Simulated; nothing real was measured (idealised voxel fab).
The process module that follows is named voxel local oxidation.
The cross-section on display is named cut; it measures 145 nm wide, and its cells are 5 nm squares.
Square cells in a grid make up a cross-section in this document, and the grid is given as bands, listed from the top down, each one or more rows of cells. Heads up on the band format: heights come first, top then bottom, in nm. After that it's the materials left to right, each with its width in nm. A single material flagged "edge to edge" fills the whole band edge to edge, and "empty" means there's empty space there. Measure heights from 0. That's the level where, below it, the as-received wafer is all one material. The lowest band is bottomless and extends downward; write it as in "0 and below". A two-number width, for instance "30..40", indicates that the width is equal to the first number in the top row of the band and to the second number in the bottom row, and that it changes by a constant amount per row of cells. Step note "identical to before" = no cross-section cell changed. So "Tabulated closed voids" is basically the list of trapped voids: any empty space of 8 cells or more that can't reach the top through an opening. They're written width x height at distance, the distance being from the left edge, and it's all nm. Post-settings text on a step line: simulator's own remark regarding the step. overlay nm: mask right of planned place by this much (step with mask). Neg. = left.

Set out below are the planned steps of the process
- 1: op RECEIVE | material Si
- 2: op CONFORMAL_DEP | material SiO2 | thk nm 5
- 3: op CONFORMAL_DEP | material SiN | thk nm 10
- 4: op PATTERN | tone cover | mask id ACTIVE | material resist | width nm 115 | thk nm 20 | overlay nm 0
- 5: op DIRECTIONAL_ETCH | etch materials SiN | depth nm 10
- 6: op STRIP | etch materials resist
- 7: op SELECTIVE_ETCH | etch materials SiO2 | depth nm 5
- 8: op OXIDIZE | depth nm 10
- 9: op STRIP | etch materials SiN

Below: the first of two wafers, run as planned

Wafer as received: cross-section following step 1
> 0 and below = Si edge to edge
> Tabulated closed voids: none

Wafer after step 2 (cross-section)
> 5 down to 0 = SiO2 edge to edge
> No changes below 0.

Wafer after step 3 (cross-section)
> 15 down to 5 = SiN edge to edge
> No changes below 5.

Wafer after step 4 (cross-section)
> 35 down to 15 = empty: 15 | resist: 115 | empty: 15
> No changes below 15.

Wafer after step 5 (cross-section)
> 35 down to 15 = empty: 15 | resist: 115 | empty: 15
> 15 down to 5 = empty: 15 | SiN: 115 | empty: 15
> No changes below 5.

Wafer after step 6 (cross-section)
> 15 down to 5 = empty: 15 | SiN: 115 | empty: 15
> No changes below 5.

Wafer after step 7 (cross-section)
> 15 down to 5 = empty: 15 | SiN: 115 | empty: 15
> 5 down to 0 = empty: 20 | SiO2: 105 | empty: 20
> No changes below 0.

Wafer after step 8 (cross-section)
> 15 down to 5 = empty: 15 | SiN: 115 | empty: 15
> 5 down to 0 = empty: 20 | SiO2: 105 | empty: 20
> 0 down to -10 = SiO2: 30 | Si: 85 | SiO2: 30
> No changes below -10.

Wafer after step 9 (cross-section)
> 5 down to 0 = empty: 20 | SiO2: 105 | empty: 20
> No changes below 0.

Here the second wafer is described. Its start and its plan were those of the first wafer. Its run contained one mistake. Up to and including step 3, it did exactly what the first wafer did

Cross-section: second wafer, time at which step 4 was scheduled to end
> 35 down to 15 = resist: 15 | empty: 115 | resist: 15
> No changes below 15.

Cross-section: second wafer, time at which step 5 was scheduled to end
> 35 down to 15 = resist: 15 | empty: 115 | resist: 15
> 15 down to 5 = SiN: 15 | empty: 115 | SiN: 15
> No changes below 5.

Cross-section: second wafer, time at which step 6 was scheduled to end
> 15 down to 5 = SiN: 15 | empty: 115 | SiN: 15
> No changes below 5.

Cross-section: second wafer, time at which step 7 was scheduled to end
> 15 down to 5 = SiN: 15 | empty: 115 | SiN: 15
> 5 down to 0 = SiO2: 10 | empty: 125 | SiO2: 10
> No changes below 0.

Cross-section: second wafer, time at which step 8 was scheduled to end
> 15 down to 5 = SiN: 15 | empty: 115 | SiN: 15
> 5 down to 0 = SiO2: 10 | empty: 125 | SiO2: 10
> 0 down to -10 = SiO2 edge to edge
> No changes below -10.

Cross-section: second wafer, time at which step 9 was scheduled to end
> 5 down to 0 = SiO2: 10 | empty: 125 | SiO2: 10
> No changes below 0.
what went wrong: in deviation from the planned setting, step 4 was conducted as op PATTERN | tone open | mask id ACTIVE | material resist | width nm 115 | thk nm 20 | overlay nm 0
Final tally in cells, some materials are higher or lower on the second wafer than on the first: Si -34 | SiO2 +17
